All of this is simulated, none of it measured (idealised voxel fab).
A process module follows: voxel transistor to metal.
This is section cut - it's 170 nm across, gridded in 5 nm square cells.
A cross-section is written here as square cells arranged in a grid, and it is given in bands from the top down, each band taking up one or more rows of cells.
Heights first: top, then bottom, in nm. Then materials, left to right, each with a width in nm. "full width" on a single material: fills the band edge to edge. "blank": empty space.
Heights from 0 (as-received wafer is one material below). Bottom band endless downward, as "0 -> down".
Width spec "30..40" -> top row of cells at first value, bottom row at second value, equal per-row change in between.
"no modifications" -> step changed no cross-section cell.
"Closed void roster": sealed empty spaces, 8 cells or more, no open way to top, listed width x height at distance, with distance from the left edge and width, height and distance in nm.
Formally, on a step line, whatever follows the settings is a remark that the simulator itself makes on the step.
"overlay nm", when on a step's line for a step with a mask, measures how far to the right of its planned place the mask lay; a negative measure means to the left.
Plan:
1,RECEIVE [material Si]
2,OXIDIZE [depth nm 5]
3,CONFORMAL_DEP [material SiN] [thk nm 10]
4,MASKED_ETCH [tone cover] [mask id ACTIVE] [width nm 100] [etch materials SiN] [depth nm 10] [overlay nm 0]
5,MASKED_ETCH [tone cover] [mask id ACTIVE] [width nm 100] [etch materials SiO2] [depth nm 5] [overlay nm 0]
6,MASKED_ETCH [tone cover] [mask id ACTIVE] [width nm 100] [etch materials Si] [depth nm 30] [overlay nm 0]
7,FILL_DEP [material SiO2] [thk nm 10]
8,CMP [height nm 10]
9,SELECTIVE_ETCH [etch materials SiO2] [depth nm 10]
10,STRIP [etch materials SiN]
11,SELECTIVE_ETCH [etch materials SiO2] [depth nm 5]
12,OXIDIZE [depth nm 5]
13,DIRECTIONAL_DEP [material polySi] [thk nm 30]
14,DIRECTIONAL_DEP [material SiCN] [thk nm 10]
15,PATTERN [tone cover] [mask id GATE] [material resist] [width nm 30] [thk nm 15] [overlay nm 0]
16,DIRECTIONAL_ETCH [etch materials SiCN] [depth nm 20]
17,DIRECTIONAL_ETCH [etch materials polySi] [depth nm 40]
18,STRIP [etch materials resist]
19,CONFORMAL_DEP [material SiO2] [thk nm 5]
20,DIRECTIONAL_ETCH [etch materials SiO2] [depth nm 5]
21,CONFORMAL_DEP [material SiN] [thk nm 10]
22,DIRECTIONAL_ETCH [etch materials SiN] [depth nm 10]
23,DIRECTIONAL_ETCH [etch materials SiO2] [depth nm 5]
24,DIRECTIONAL_ETCH [etch materials Si] [depth nm 10]
25,EPI [material nSi] [thk nm 10]
26,FILL_DEP [material SiO2] [thk nm 10]
27,CMP [height nm 25]
28,STRIP [etch materials polySi]
29,SELECTIVE_ETCH [etch materials SiO2] [depth nm 5]
30,CONFORMAL_DEP [material HfO2] [thk nm 5]
31,CONFORMAL_DEP [material TiN] [thk nm 5]
32,FILL_DEP [material W] [thk nm 10]
33,CMP [height nm 20]
34,DIRECTIONAL_DEP [material SiO2] [thk nm 15]
35,PATTERN [tone open] [mask id CONTACT] [material resist] [width nm 15] [pitch nm 75] [thk nm 20] [overlay nm 0]
36,DIRECTIONAL_ETCH [etch materials SiO2] [depth nm 45]
37,STRIP [etch materials resist]
38,CONFORMAL_DEP [material TiN] [thk nm 5]
39,FILL_DEP [material W] [thk nm 5]
40,CMP [height nm 35]
41,CONFORMAL_DEP [material SiN] [thk nm 5]
42,DIRECTIONAL_DEP [material lowk] [thk nm 20]
43,MASKED_ETCH [tone open] [mask id METAL_1] [width nm 15] [pitch nm 75] [etch materials lowk] [depth nm 20] [overlay nm 0]
44,MASKED_ETCH [tone open] [mask id METAL_1] [width nm 15] [pitch nm 75] [etch materials SiN] [depth nm 5] [overlay nm 0]
45,CONFORMAL_DEP [material TiN] [thk nm 5]
46,FILL_DEP [material Ru] [thk nm 10]
47,CMP [height nm 60]
48,EPI [material Ru] [thk nm 5]
49,FILL_DEP [material SiCN] [thk nm 5]
50,DIRECTIONAL_DEP [material lowk] [thk nm 25]
51,MASKED_ETCH [tone open] [mask id METAL_2] [width nm 15] [pitch nm 75] [etch materials lowk] [depth nm 15] [overlay nm 0]
52,MASKED_ETCH [tone open] [mask id METAL_2_HOLES] [width nm 15] [pitch nm 75] [etch materials lowk] [depth nm 10] [overlay nm 0]
53,MASKED_ETCH [tone open] [mask id METAL_2_HOLES] [width nm 15] [pitch nm 75] [etch materials SiCN] [depth nm 5] [overlay nm 0]
54,CONFORMAL_DEP [material TiN] [thk nm 5]
55,FILL_DEP [material Cu] [thk nm 10]
56,CMP [height nm 95]
57,CONFORMAL_DEP [material SiCN] [thk nm 5]
All wafers enter the flow in the same state. The width nm at step 43 differs from wafer to wafer, and the plan gives the value for the first wafer.
Cross-sectional view of the first of several wafers in the as-received condition, corresponding to the state following step 1:
0 -> down = Si full width
Closed void roster: none
Cross-sectional representation of the first of several wafers at the end of the module, i.e. after its terminal step, step 57:
100 -> 95 = SiCN full width
95 -> 70 = lowk: 40  TiN: 5  Cu: 5  TiN: 5  lowk: 60  TiN: 5  Cu: 5  TiN: 5  lowk: 40
70 -> 65 = SiCN: 40  TiN: 15  SiCN: 60  TiN: 15  SiCN: 40
65 -> 60 = SiCN: 35  Ru: 25  SiCN: 50  Ru: 25  SiCN: 35
60 -> 40 = lowk: 40  TiN: 5  Ru: 5  TiN: 5  lowk: 60  TiN: 5  Ru: 5  TiN: 5  lowk: 40
40 -> 35 = SiN: 40  TiN: 15  SiN: 60  TiN: 15  SiN: 40
35 -> 20 = SiO2: 40  TiN: 5  W: 5  TiN: 5  SiO2: 60  TiN: 5  W: 5  TiN: 5  SiO2: 40
20 -> 5 = SiO2: 40  TiN: 5  W: 5  TiN: 5  SiN: 10  HfO2: 5  TiN: 5  W: 20  TiN: 5  HfO2: 5  SiN: 10  TiN: 5  W: 5  TiN: 5  SiO2: 40
5 -> 0 = SiO2: 40  TiN: 15  SiN: 10  HfO2: 5  TiN: 5  W: 20  TiN: 5  HfO2: 5  SiN: 10  TiN: 15  SiO2: 40
0 -> -5 = SiO2: 40  TiN: 5  nSi: 10  SiN: 10  HfO2: 5  TiN: 30  HfO2: 5  SiN: 10  nSi: 10  TiN: 5  SiO2: 40
-5 -> -10 = SiO2: 40  TiN: 5  nSi: 10  SiO2: 10  HfO2: 40  SiO2: 10  nSi: 10  TiN: 5  SiO2: 40
-10 -> -20 = SiO2: 35  nSi: 20  Si: 60  nSi: 20  SiO2: 35
-20 -> -35 = SiO2: 35  Si: 100  SiO2: 35
-35 -> down = Si full width
Closed void roster: none
End of module, last wafer sectioned:
100 -> 95 = SiCN full width
95 -> 70 = lowk: 40  TiN: 5  Cu: 5  TiN: 5  lowk: 60  TiN: 5  Cu: 5  TiN: 5  lowk: 40
70 -> 65 = SiCN: 40  TiN: 15  SiCN: 60  TiN: 15  SiCN: 40
65 -> 60 = SiCN: 30  Ru: 40  SiCN: 35  Ru: 40  SiCN: 25
60 -> 45 = lowk: 35  TiN: 5  Ru: 20  TiN: 5  lowk: 45  TiN: 5  Ru: 20  TiN: 5  lowk: 30
45 -> 40 = lowk: 35  TiN: 10  Ru: 5  TiN: 15  lowk: 45  TiN: 10  Ru: 5  TiN: 15  lowk: 30
40 -> 35 = SiN: 40  TiN: 15  SiN: 60  TiN: 15  SiN: 40
35 -> 20 = SiO2: 40  TiN: 5  W: 5  TiN: 5  SiO2: 60  TiN: 5  W: 5  TiN: 5  SiO2: 40
20 -> 5 = SiO2: 40  TiN: 5  W: 5  TiN: 5  SiN: 10  HfO2: 5  TiN: 5  W: 20  TiN: 5  HfO2: 5  SiN: 10  TiN: 5  W: 5  TiN: 5  SiO2: 40
5 -> 0 = SiO2: 40  TiN: 15  SiN: 10  HfO2: 5  TiN: 5  W: 20  TiN: 5  HfO2: 5  SiN: 10  TiN: 15  SiO2: 40
0 -> -5 = SiO2: 40  TiN: 5  nSi: 10  SiN: 10  HfO2: 5  TiN: 30  HfO2: 5  SiN: 10  nSi: 10  TiN: 5  SiO2: 40
-5 -> -10 = SiO2: 40  TiN: 5  nSi: 10  SiO2: 10  HfO2: 40  SiO2: 10  nSi: 10  TiN: 5  SiO2: 40
-10 -> -20 = SiO2: 35  nSi: 20  Si: 60  nSi: 20  SiO2: 35
-20 -> -35 = SiO2: 35  Si: 100  SiO2: 35
-35 -> down = Si full width
Closed void roster: none
Rows = wafers. At module end, each row lists per material the cells gained (+) or lost (-) since the wafer was received, then the closed voids:
width nm 15 | +10 Cu | +18 HfO2 | +18 Ru | -154 Si | +86 SiCN | +48 SiN | +254 SiO2 | +96 TiN | +28 W | +252 lowk | +24 nSi | Closed void roster: none
width nm 20 | +10 Cu | +18 HfO2 | +26 Ru | -154 Si | +84 SiCN | +48 SiN | +254 SiO2 | +98 TiN | +28 W | +244 lowk | +24 nSi | Closed void roster: none
width nm 25 | +10 Cu | +18 HfO2 | +34 Ru | -154 Si | +82 SiCN | +48 SiN | +254 SiO2 | +100 TiN | +28 W | +236 lowk | +24 nSi | Closed void roster: none
width nm 30 | +10 Cu | +18 HfO2 | +42 Ru | -154 Si | +80 SiCN | +48 SiN | +254 SiO2 | +102 TiN | +28 W | +228 lowk | +24 nSi | Closed void roster: none
